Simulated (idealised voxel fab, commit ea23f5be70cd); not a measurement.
Process module in this document: voxel ribs on slabs
For reference, the cross-section in this document is cut, with width 220 nm and square cells of 5 nm.
How to read a cross-section here: the picture is a grid of square cells, written as bands going from the top down, and any band can span one or more rows of cells. Within each band entry, the heights of the top and of the bottom of the band appear first, in that order and in nm; the materials of the band then follow from left to right, each with its corresponding width in nm. The designation "all across" on a single material indicates that it fills the band from edge to edge; the designation "empty" indicates empty space. Heights are reckoned from 0. Under this level, the received wafer is all of one material. The bottommost band is open-ended downward, for example "0 down". A width such as "30 to 40" changes by the same amount from each row of cells to the next, from the band's top row to its bottom row. No cell of the cross-section changed in a step that is given as "no modification". For the entry "Closed internal cavities", the listed items are empty spaces with no open way to the top whose size is 8 cells or more; each item follows the pattern width x height at distance, where distance is from the left edge and all three are in nm. Read whatever lies past the settings on a step's line as the simulator's own remark about the step. overlay nm: for a step with a mask, the amount by which the mask lay right of where it was planned; a negative amount means left of it.
### Below is the list of planned process steps
1) RECEIVE: material Si
2) DIRECTIONAL_DEP: material SiO2, thk nm 20
3) DIRECTIONAL_DEP: material polySi, thk nm 20
4) PATTERN: tone cover, mask id RIB, material resist, width nm 20, thk nm 20, overlay nm 0
5) DIRECTIONAL_ETCH: etch materials polySi, depth nm 5
6) STRIP: etch materials resist
7) DIRECTIONAL_DEP: material aC, thk nm 10
8) PATTERN: tone cover, mask id SLAB, material resist, width nm 70, thk nm 30, overlay nm 0
9) DIRECTIONAL_ETCH: etch materials aC, depth nm 10
10) STRIP: etch materials resist
11) DIRECTIONAL_ETCH: etch materials polySi, depth nm 15
12) STRIP: etch materials aC
13) FILL_DEP: material SiO2, thk nm 20
14) CMP: height nm 55
15) DIRECTIONAL_DEP: material TiN, thk nm 10
16) PATTERN: tone cover, mask id HEATER, material resist, width nm 30, thk nm 15, overlay nm 0
17) DIRECTIONAL_ETCH: etch materials TiN, depth nm 10
18) STRIP: etch materials resist
19) CONFORMAL_DEP: material SiN, thk nm 5
### Incoming wafer in cross-section (state: after step 1)
	0 down: Si all across
	Closed internal cavities: none
### Cross-sectional view of the first of the two wafers upon completion of the module, processed in accordance with the plan
	70 to 65: empty: 90; SiN: 40; empty: 90
	65 to 60: empty: 90; SiN: 5; TiN: 30; SiN: 5; empty: 90
	60 to 55: SiN: 95; TiN: 30; SiN: 95
	55 to 40: SiO2 all across
	40 to 35: SiO2: 100; polySi: 20; SiO2: 100
	35 to 20: SiO2: 75; polySi: 70; SiO2: 75
	20 to 0: SiO2 all across
	0 down: Si all across
	Closed internal cavities: none
### Here's the second of our two wafers sectioned at module end. Same start as the first, same plan, but one mistake got made running it
	70 to 65: empty: 90; SiN: 40; empty: 90
	65 to 60: empty: 90; SiN: 5; TiN: 30; SiN: 5; empty: 90
	60 to 55: SiN: 95; TiN: 30; SiN: 95
	55 to 50: SiO2 all across
	50 to 45: SiO2: 100; polySi: 20; SiO2: 100
	45 to 30: SiO2: 75; polySi: 70; SiO2: 75
	30 to 20: polySi all across
	20 to 0: SiO2 all across
	0 down: Si all across
	Closed internal cavities: none
What broke from the plan during processing? it should be noted that step 3 was executed with settings other than those planned, the operation and settings actually applied being DIRECTIONAL_DEP: material polySi, thk nm 30
FYI, end of process, the second wafer has more or fewer cells of some materials than the first: SiO2: 88 fewer; polySi: 88 more
